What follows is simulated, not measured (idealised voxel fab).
The following is a process module called voxel tone inversion.
Cross-sectional view cut (width: 270 nm; square cell size: 5 nm).
Throughout this document, each cross-section is represented as a grid of square cells and is presented as a sequence of bands enumerated from the top downward, where a band comprises one or more rows of cells. The entry gives the band's vertical extent as a top height and a bottom height in nm, then its horizontal make-up as materials from left to right, each with a width in nm. "air" stands for empty space; a single material marked "all across" fills the band edge to edge. Heights from 0 (as-received wafer is one material below). Bottom band endless downward, as "0 and below". You'd read "30->40" like this: the band's top row of cells is as wide as the first number, its bottom row is as wide as the second, and going down, every row changes width by the same amount as the row before did. Where a step carries "remains unaltered", the cross-section came out of it unchanged, cell for cell. "Closed void inventory" specifies each empty space that is not open to the top and that occupies no fewer than 8 cells, using the form width x height at distance, the distance measured from the left edge and all three quantities in nm. Whatever follows a step's settings on its line is a remark the simulator itself makes about that step. The line of a step may include "overlay nm". On a step with a mask, this value is how far to the right of its planned place the mask lay. A negative value means the mask lay to the left.
## Here's what the planned process steps look like
1: RECEIVE | material Si
2: CONFORMAL_DEP | material SiCN | thk nm 5
3: DIRECTIONAL_DEP | material polySi | thk nm 15
4: PATTERN | tone cover | mask id POSTS | material resist | width nm 25 | pitch nm 45 | thk nm 25 | overlay nm 0
5: DIRECTIONAL_ETCH | etch materials polySi | depth nm 15
6: STRIP | etch materials resist
7: FILL_DEP | material lowk | thk nm 5
8: CMP | height nm 20
9: STRIP | etch materials polySi
## as received, after step 1
  0 and below: Si all across
  Closed void inventory: none
## Cross-section taken at module completion on the first of two wafers; processed per the plan
  20 down to 5: lowk 75 | air 25 | lowk 20 | air 25 | lowk 20 | air 25 | lowk 80
  5 down to 0: SiCN all across
  0 and below: Si all across
  Closed void inventory: none
## Cross-sectional view of the second of two wafers upon completion of the module. This wafer shared its starting condition and process plan with the first; one error was made during its execution
  20 down to 5: SiCN 75 | air 25 | SiCN 20 | air 25 | SiCN 20 | air 25 | SiCN 80
  5 down to 0: SiCN all across
  0 and below: Si all across
  Closed void inventory: none
Run error: step 7, actual vs plan mismatch, actual run FILL_DEP | material SiCN | thk nm 5
In the final state, the cell counts of the second wafer exceed or fall short of those of the first for the following materials: SiCN +117; lowk -117
